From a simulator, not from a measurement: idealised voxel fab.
process module | voxel released beams
cross-section cut | 235 nm wide | cells 5 nm
A cross-section is a grid of square cells, given in bands from the top down. A band is one or more rows of cells.
Each band's line starts with the height of the band's top and of its bottom, in nm. Then come its materials from left to right, each with its width in nm. One material with "throughout" fills the band from edge to edge. "air" is empty space.
Height 0 is the level under which the wafer as received is all one material. The lowest band goes on downwards, as in "0 down".
A width such as "30 to 40" changes by the same amount from each row of cells to the next, from the band's top row to its bottom row.
"no change" after a step means that no cell of the cross-section changed.
closed voids: empty space of 8 cells or more with no open way to the top, each as width x height at its distance from the left edge, in nm
after a step's settings: what the simulator itself notes on the step
overlay nm, on a step with a mask: how far to the right of its planned place the mask lay; to the left if negative
plan
1 op RECEIVE | material Si
2 op CONFORMAL_DEP | material Al2O3 | thk nm 5
3 op DIRECTIONAL_DEP | material SiO2 | thk nm 20
4 op MASKED_ETCH | tone open | mask id ANCHOR | width nm 30 | etch materials SiO2 | depth nm 20 | overlay nm 0
5 op CONFORMAL_DEP | material W | thk nm 10
6 op MASKED_ETCH | tone cover | mask id BEAM | width nm 100 | etch materials W | depth nm 10 | overlay nm 0
7 op STRIP | etch materials SiO2
as received, after step 1
  0 down: Si throughout
  closed voids: none
first wafer at the end, as planned
  35 to 25: air 65 | W 15 | air 10 | W 75 | air 70
  25 to 15: air 70 | W 10 | air 10 | W 10 | air 135
  15 to 5: air 70 | W 30 | air 135
  5 to 0: Al2O3 throughout
  0 down: Si throughout
  closed voids: none
second wafer at the end: like start, like plan, one mistake
  35 to 25: air 70 | W 10 | air 10 | W 70 | air 75
  25 to 15: air 70 | W 10 | air 10 | W 10 | air 135
  15 to 5: air 70 | W 30 | air 135
  5 to 0: Al2O3 throughout
  0 down: Si throughout
  closed voids: none
what went wrong: step 6 ran as: op MASKED_ETCH | tone cover | mask id BEAM | width nm 90 | etch materials W | depth nm 10 | overlay nm 0
at the end the second wafer has, in cells: 4 fewer of W
